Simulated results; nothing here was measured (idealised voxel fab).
The process module presented herein is designated voxel air gaps.
The width of the displayed cross-section, cut, is 170 nm; its cells are square, with a size of 5 nm.
Cross-section layout: square cells on a grid; listed as bands, top to bottom; a band spans one or more cell rows. Heights first: top, then bottom, in nm. Then materials, left to right, each with a width in nm. "all across" on a single material: fills the band edge to edge. "blank": empty space. Heads up on the height convention: 0 is the point under which the incoming wafer is all one material, and the lowest band has no bottom, it just keeps going down, like "0 and below". So if you see something like "30..40" for the width, read it as the top row of the band sitting at the first number and the bottom row at the second, with every row in between moving by the same amount as the last. Given "no change" for a step, no cell of the cross-section differs between before and after that step. Voids not open to the top, 8 cells minimum: see "Closed void catalog". Written width x height at distance; distance is from the left edge; nm. after a step's settings: what the simulator itself notes on the step. "overlay nm" denotes, for a step that has a mask, the displacement of the mask to the right of its planned place, with negative values corresponding to the left.

### Intended process steps
- 1: op RECEIVE | material Si
- 2: op CONFORMAL_DEP | material SiO2 | thk nm 15
- 3: op CONFORMAL_DEP | material SiCN | thk nm 5
- 4: op DIRECTIONAL_DEP | material SiO2 | thk nm 40
- 5: op PATTERN | tone open | mask id LINES | material resist | width nm 25 | pitch nm 50 | thk nm 15 | overlay nm 0
- 6: op DIRECTIONAL_ETCH | etch materials SiO2 | depth nm 40
- 7: op STRIP | etch materials resist
- 8: op CONFORMAL_DEP | material TiN | thk nm 5
- 9: op FILL_DEP | material Cu | thk nm 5
- 10: op CMP | height nm 60
- 11: op EPI | material Ru | thk nm 10
- 12: op SELECTIVE_ETCH | etch materials SiO2 | depth nm 50
- 13: op CONFORMAL_DEP | material SiCN | thk nm 5

### As-received state of the wafer in cross-section, equivalent to post-step 1
    0 and below = Si all across
    Closed void catalog: none

### End state of the module in cross-section, given the above starting point and plan and one mistake in execution
    75 down to 70 = SiCN all across
    70 down to 60 = Ru 30; SiCN 5; Ru 45; SiCN 5; Ru 45; SiCN 5; Ru 35
    60 down to 55 = Cu 15; TiN 5; SiCN 25; TiN 5; Cu 15; TiN 5; SiCN 25; TiN 5; Cu 15; TiN 5; SiCN 25; TiN 5; Cu 20
    55 down to 25 = Cu 15; TiN 5; SiCN 5; blank 15; SiCN 5; TiN 5; Cu 15; TiN 5; SiCN 5; blank 15; SiCN 5; TiN 5; Cu 15; TiN 5; SiCN 5; blank 15; SiCN 5; TiN 5; Cu 20
    25 down to 20 = TiN 20; SiCN 25; TiN 25; SiCN 25; TiN 25; SiCN 25; TiN 25
    20 down to 15 = SiCN all across
    15 down to 0 = SiO2 all across
    0 and below = Si all across
    Closed void catalog: 15 x 30 at 25; 15 x 30 at 75; 15 x 30 at 125
The mistake made against the process plan was this: step 5 ran as: op PATTERN | tone cover | mask id LINES | material resist | width nm 25 | pitch nm 50 | thk nm 15 | overlay nm 0
